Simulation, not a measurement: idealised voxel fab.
process module | voxel quadruple lines
cross-section cut | 300 nm wide | cells 5 nm
A cross-section is a grid of square cells, given in bands from the top down. A band is one or more rows of cells.
Each band's line starts with the height of the band's top and of its bottom, in nm. Then come its materials from left to right, each with its width in nm. One material with "throughout" fills the band from edge to edge. "air" is empty space.
Height 0 is the level under which the wafer as received is all one material. The lowest band goes on downwards, as in "0 down".
A width such as "30 to 40" changes by the same amount from each row of cells to the next, from the band's top row to its bottom row.
"no change" after a step means that no cell of the cross-section changed.
closed voids: empty space of 8 cells or more with no open way to the top, each as width x height at its distance from the left edge, in nm
after a step's settings: what the simulator itself notes on the step
overlay nm, on a step with a mask: how far to the right of its planned place the mask lay; to the left if negative
plan
1 op RECEIVE | material Si
2 op CONFORMAL_DEP | material Al2O3 | thk nm 5
3 op DIRECTIONAL_DEP | material W | thk nm 10
4 op DIRECTIONAL_DEP | material polySi | thk nm 15
5 op DIRECTIONAL_DEP | material aC | thk nm 25
6 op PATTERN | tone cover | mask id MANDREL | material resist | width nm 30 | pitch nm 80 | thk nm 30 | overlay nm 0
7 op DIRECTIONAL_ETCH | etch materials aC | depth nm 25
8 op STRIP | etch materials resist
9 op CONFORMAL_DEP | material SiO2 | thk nm 10
10 op DIRECTIONAL_ETCH | etch materials SiO2 | depth nm 10
11 op STRIP | etch materials aC
12 op DIRECTIONAL_ETCH | etch materials polySi | depth nm 15
13 op STRIP | etch materials SiO2
14 op CONFORMAL_DEP | material SiN | thk nm 10
15 op DIRECTIONAL_ETCH | etch materials SiN | depth nm 10
16 op STRIP | etch materials polySi
17 op DIRECTIONAL_ETCH | etch materials W | depth nm 10
18 op STRIP | etch materials SiN
as received, after step 1
  0 down: Si throughout
  closed voids: none
a wafer at the end: this start, this plan, one mistake
  10 to 0: air 75 | W 10 | air 10 | W 10 | air 10 | W 10 | air 10 | W 10 | air 10 | W 10 | air 10 | W 10 | air 10 | W 10 | air 10 | W 10 | air 75
  0 down: Si throughout
  closed voids: none
what went wrong: step 2 was left out
